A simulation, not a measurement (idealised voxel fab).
process module | voxel self aligned vias
cross-section cut | 235 nm wide | cells 5 nm
A cross-section is a grid of square cells, given in bands from the top down. A band is one or more rows of cells.
Each band's line starts with the height of the band's top and of its bottom, in nm. Then come its materials from left to right, each with its width in nm. One material with "throughout" fills the band from edge to edge. "air" is empty space.
Height 0 is the level under which the wafer as received is all one material. The lowest band goes on downwards, as in "0 down".
A width such as "30 to 40" changes by the same amount from each row of cells to the next, from the band's top row to its bottom row.
"no change" after a step means that no cell of the cross-section changed.
closed voids: empty space of 8 cells or more with no open way to the top, each as width x height at its distance from the left edge, in nm
after a step's settings: what the simulator itself notes on the step
overlay nm, on a step with a mask: how far to the right of its planned place the mask lay; to the left if negative
plan
1 op RECEIVE | material Si
2 op CONFORMAL_DEP | material SiO2 | thk nm 10
3 op CONFORMAL_DEP | material SiCN | thk nm 5
4 op DIRECTIONAL_DEP | material lowk | thk nm 25
5 op DIRECTIONAL_DEP | material aC | thk nm 15
6 op PATTERN | tone open | mask id LINES | material resist | width nm 20 | pitch nm 50 | thk nm 35 | overlay nm 0
7 op DIRECTIONAL_ETCH | etch materials aC | depth nm 15
8 op STRIP | etch materials resist
9 op DIRECTIONAL_ETCH | etch materials lowk | depth nm 25
10 op STRIP | etch materials aC
11 op CONFORMAL_DEP | material TiN | thk nm 5
12 op FILL_DEP | material Ru | thk nm 5
13 op CMP | height nm 40
14 op SELECTIVE_ETCH | etch materials W Ru TiN | depth nm 5
15 op FILL_DEP | material SiN | thk nm 5
16 op CMP | height nm 40
17 op DIRECTIONAL_DEP | material lowk | thk nm 20
18 op DIRECTIONAL_DEP | material aC | thk nm 15
19 op PATTERN | tone open | mask id VIAS | material resist | width nm 30 | thk nm 30 | overlay nm 0
20 op DIRECTIONAL_ETCH | etch materials aC | depth nm 15
21 op STRIP | etch materials resist
22 op DIRECTIONAL_ETCH | etch materials lowk | depth nm 20
23 op DIRECTIONAL_ETCH | etch materials SiN | depth nm 5
24 op STRIP | etch materials aC
25 op CONFORMAL_DEP | material TiN | thk nm 5
26 op FILL_DEP | material Ru | thk nm 5
27 op CMP | height nm 60
28 op CONFORMAL_DEP | material SiCN | thk nm 5
as received, after step 1
  0 down: Si throughout
  closed voids: none
first wafer at the end, as planned
  65 to 60: SiCN throughout
  60 to 45: lowk 75 | TiN 5 | Ru 20 | TiN 5 | lowk 130
  45 to 40: lowk 75 | TiN 10 | Ru 10 | TiN 10 | lowk 130
  40 to 35: lowk 80 | TiN 20 | lowk 30 | SiN 20 | lowk 85
  35 to 20: lowk 80 | TiN 5 | Ru 10 | TiN 5 | lowk 30 | TiN 5 | Ru 10 | TiN 5 | lowk 85
  20 to 15: lowk 80 | TiN 20 | lowk 30 | TiN 20 | lowk 85
  15 to 10: SiCN throughout
  10 to 0: SiO2 throughout
  0 down: Si throughout
  closed voids: none
second wafer at the end: like start, like plan, one mistake
  65 to 60: SiCN throughout
  60 to 45: lowk 75 | TiN 5 | Ru 20 | TiN 5 | lowk 130
  45 to 40: lowk 75 | TiN 30 | lowk 130
  40 to 35: SiCN throughout
  35 to 10: lowk throughout
  10 to 0: SiO2 throughout
  0 down: Si throughout
  closed voids: none
what went wrong: steps 3 and 4 were swapped
at the end the second wafer has, in cells: 14 fewer of Ru | 4 fewer of SiN | 22 fewer of TiN | 40 more of lowk
